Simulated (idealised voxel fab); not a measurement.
Proc. module: voxel released beams
290 nm wide, 5 nm square cells: that's cross-section cut.
In what follows, cross-sections appear as grids of square cells, described through bands that run from the top down, where every band is one or more rows of cells. Basically the band line says how high the top is and how high the bottom is, in nm, and then what's in it from left to right, every material with its width in nm. Empty space shows up as "air", and if a single material carries "full width" it runs the full band edge to edge. Where do heights start? At 0: under that level the wafer as delivered is made of one material only. And the lowest band has no floor; it just carries on downward, as in "z 0 and below". The notation "30..40" denotes a width that varies across the rows of cells in the band, beginning at the first number in the top row, finishing at the second number in the bottom row, and changing by an identical amount from each row to the next. "no alteration" -> step changed no cross-section cell. The entry titled "Fully sealed cavities" provides the empty spaces that have no open way to the top, restricted to those of 8 cells or more. Each is presented as width x height at distance, the distance being measured from the left edge, with all three in nm. Heads up: the bit after the settings on a step's line is the simulator's remark on that step. The line of a step may include "overlay nm". On a step with a mask, this value is how far to the right of its planned place the mask lay. A negative value means the mask lay to the left.
These are the steps we planned for the process:
1: RECEIVE (material Si)
2: CONFORMAL_DEP (material SiN; thk nm 10)
3: DIRECTIONAL_DEP (material SiO2; thk nm 20)
4: MASKED_ETCH (tone open; mask id ANCHOR; width nm 35; etch materials SiO2; depth nm 20; overlay nm 0)
5: CONFORMAL_DEP (material polySi; thk nm 10)
6: MASKED_ETCH (tone cover; mask id BEAM; width nm 90; etch materials polySi; depth nm 10; overlay nm 0)
7: STRIP (etch materials SiO2)
Incoming wafer, cross-sectional view, post step 1:
- z 0 and below = Si full width
- Fully sealed cavities: none
End-of-module XS, first of two wafers, run as planned:
- z 40 to 30 = air 95; polySi 15; air 15; polySi 60; air 105
- z 30 to 20 = air 100; polySi 10; air 15; polySi 10; air 155
- z 20 to 10 = air 100; polySi 35; air 155
- z 10 to 0 = SiN full width
- z 0 and below = Si full width
- Fully sealed cavities: none
Second wafer through the module, sectioned at the end: same beginning and same plan as the first wafer, with one mistake in carrying it out:
- z 40 to 30 = air 95; polySi 10; air 25; polySi 55; air 105
- z 30 to 20 = air 95; polySi 10; air 25; polySi 10; air 150
- z 20 to 10 = air 95; polySi 45; air 150
- z 10 to 0 = SiN full width
- z 0 and below = Si full width
- Fully sealed cavities: none
What went wrong in running the wafer? step 4 did not happen as planned, as run it was MASKED_ETCH (tone open; mask id ANCHOR; width nm 45; etch materials SiO2; depth nm 20; overlay nm 0)
At the end, each material covers as many cells on the second wafer as it does on the first, though the cells it covers are elsewhere.
